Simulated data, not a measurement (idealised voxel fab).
The following process module bears the name voxel air gaps.
Cross-section cut: width 185 nm, square cells of 5 nm.
For the purposes of this document, a cross-section shall be understood as a grid of square cells, specified as bands listed in top-to-bottom order, each band consisting of one or more rows of cells. Each band's line starts with the height of the band's top and of its bottom, in nm. Then come its materials from left to right, each with its width in nm. One material with "everywhere" fills the band from edge to edge. "empty" is empty space. Below 0: as-received wafer, all one material; heights counted from there. Lowest band: no bottom, goes on down, written "0 down". The width entry "30->40" should be interpreted row by row: the top row of cells in the band takes the first number, the bottom row takes the second number, and the change between adjacent rows is uniform throughout. "identical to before" after a step means that no cell of the cross-section changed. Listed in "Trapped voids": every empty space of 8 or more cells without an open way to the top. Form: width x height at distance, the distance being from the left edge, all in nm. If you see something after the settings on a step's line, that's the simulator's own remark about that step. overlay nm: step with mask; distance mask lay right of planned place; negative value = left of planned place.

Set out below are the planned steps of the process:
1 RECEIVE,material Si
2 CONFORMAL_DEP,material SiO2,thk nm 15
3 CONFORMAL_DEP,material SiN,thk nm 5
4 DIRECTIONAL_DEP,material SiO2,thk nm 40
5 PATTERN,tone open,mask id LINES,material resist,width nm 25,pitch nm 50,thk nm 15,overlay nm 0
6 DIRECTIONAL_ETCH,etch materials SiO2,depth nm 40
7 STRIP,etch materials resist
8 CONFORMAL_DEP,material TiN,thk nm 5
9 FILL_DEP,material W,thk nm 10
10 CMP,height nm 60
11 EPI,material Ru,thk nm 10
12 SELECTIVE_ETCH,etch materials SiO2,depth nm 50
13 CONFORMAL_DEP,material SiCN,thk nm 5

Of two wafers, the first: run according to plan:

Wafer as received: cross-section following step 1:
> 0 down | Si everywhere
> Trapped voids: none

The wafer, seen in cross-section, after step 2:
> 15 to 0 | SiO2 everywhere
> below 0: unchanged

The wafer, seen in cross-section, after step 3:
> 20 to 15 | SiN everywhere
> below 15: unchanged

The wafer, seen in cross-section, after step 4:
> 60 to 20 | SiO2 everywhere
> below 20: unchanged

The wafer, seen in cross-section, after step 5:
> 75 to 60 | resist: 30 | empty: 25 | resist: 25 | empty: 25 | resist: 25 | empty: 25 | resist: 30
> below 60: unchanged

The wafer, seen in cross-section, after step 6:
> 75 to 60 | resist: 30 | empty: 25 | resist: 25 | empty: 25 | resist: 25 | empty: 25 | resist: 30
> 60 to 20 | SiO2: 30 | empty: 25 | SiO2: 25 | empty: 25 | SiO2: 25 | empty: 25 | SiO2: 30
> below 20: unchanged

The wafer, seen in cross-section, after step 7:
> 60 to 20 | SiO2: 30 | empty: 25 | SiO2: 25 | empty: 25 | SiO2: 25 | empty: 25 | SiO2: 30
> below 20: unchanged

The wafer, seen in cross-section, after step 8:
> 65 to 60 | TiN: 35 | empty: 15 | TiN: 35 | empty: 15 | TiN: 35 | empty: 15 | TiN: 35
> 60 to 25 | SiO2: 30 | TiN: 5 | empty: 15 | TiN: 5 | SiO2: 25 | TiN: 5 | empty: 15 | TiN: 5 | SiO2: 25 | TiN: 5 | empty: 15 | TiN: 5 | SiO2: 30
> 25 to 20 | SiO2: 30 | TiN: 25 | SiO2: 25 | TiN: 25 | SiO2: 25 | TiN: 25 | SiO2: 30
> below 20: unchanged

The wafer, seen in cross-section, after step 9:
> 75 to 65 | W everywhere
> 65 to 60 | TiN: 35 | W: 15 | TiN: 35 | W: 15 | TiN: 35 | W: 15 | TiN: 35
> 60 to 25 | SiO2: 30 | TiN: 5 | W: 15 | TiN: 5 | SiO2: 25 | TiN: 5 | W: 15 | TiN: 5 | SiO2: 25 | TiN: 5 | W: 15 | TiN: 5 | SiO2: 30
> below 25: unchanged

The wafer, seen in cross-section, after step 10:
> 60 to 25 | SiO2: 30 | TiN: 5 | W: 15 | TiN: 5 | SiO2: 25 | TiN: 5 | W: 15 | TiN: 5 | SiO2: 25 | TiN: 5 | W: 15 | TiN: 5 | SiO2: 30
> below 25: unchanged

The wafer, seen in cross-section, after step 11:
> 70 to 60 | empty: 20 | Ru: 45 | empty: 5 | Ru: 45 | empty: 5 | Ru: 45 | empty: 20
> below 60: unchanged

The wafer, seen in cross-section, after step 12:
> 70 to 60 | empty: 20 | Ru: 45 | empty: 5 | Ru: 45 | empty: 5 | Ru: 45 | empty: 20
> 60 to 25 | empty: 30 | TiN: 5 | W: 15 | TiN: 5 | empty: 25 | TiN: 5 | W: 15 | TiN: 5 | empty: 25 | TiN: 5 | W: 15 | TiN: 5 | empty: 30
> 25 to 20 | empty: 30 | TiN: 25 | empty: 25 | TiN: 25 | empty: 25 | TiN: 25 | empty: 30
> below 20: unchanged

The wafer, seen in cross-section, after step 13:
> 75 to 70 | empty: 15 | SiCN: 155 | empty: 15
> 70 to 60 | empty: 15 | SiCN: 5 | Ru: 45 | SiCN: 5 | Ru: 45 | SiCN: 5 | Ru: 45 | SiCN: 5 | empty: 15
> 60 to 55 | empty: 15 | SiCN: 15 | TiN: 5 | W: 15 | TiN: 5 | SiCN: 25 | TiN: 5 | W: 15 | TiN: 5 | SiCN: 25 | TiN: 5 | W: 15 | TiN: 5 | SiCN: 15 | empty: 15
> 55 to 25 | empty: 25 | SiCN: 5 | TiN: 5 | W: 15 | TiN: 5 | SiCN: 5 | empty: 15 | SiCN: 5 | TiN: 5 | W: 15 | TiN: 5 | SiCN: 5 | empty: 15 | SiCN: 5 | TiN: 5 | W: 15 | TiN: 5 | SiCN: 5 | empty: 25
> 25 to 20 | SiCN: 30 | TiN: 25 | SiCN: 25 | TiN: 25 | SiCN: 25 | TiN: 25 | SiCN: 30
> below 20: unchanged
> Trapped voids: 15 x 30 at 60; 15 x 30 at 110

Second wafer: like start, like plan, one mistake. Through step 12 it matches the first wafer:

Cross-section of the second wafer at the time step 13 of the plan should have ended:
> 75 to 70 | empty: 15 | TiN: 155 | empty: 15
> 70 to 60 | empty: 15 | TiN: 5 | Ru: 45 | TiN: 5 | Ru: 45 | TiN: 5 | Ru: 45 | TiN: 5 | empty: 15
> 60 to 55 | empty: 15 | TiN: 20 | W: 15 | TiN: 35 | W: 15 | TiN: 35 | W: 15 | TiN: 20 | empty: 15
> 55 to 25 | empty: 25 | TiN: 10 | W: 15 | TiN: 10 | empty: 15 | TiN: 10 | W: 15 | TiN: 10 | empty: 15 | TiN: 10 | W: 15 | TiN: 10 | empty: 25
> 25 to 20 | TiN everywhere
> below 20: unchanged
> Trapped voids: 15 x 30 at 60; 15 x 30 at 110
What broke from the plan during processing? so step 13 ended up running with a different setting than we planned, it ran as CONFORMAL_DEP,material TiN,thk nm 5
Looking at both finished wafers in cells, the second ends up ahead of or behind the first on some materials: -113 SiCN; +113 TiN
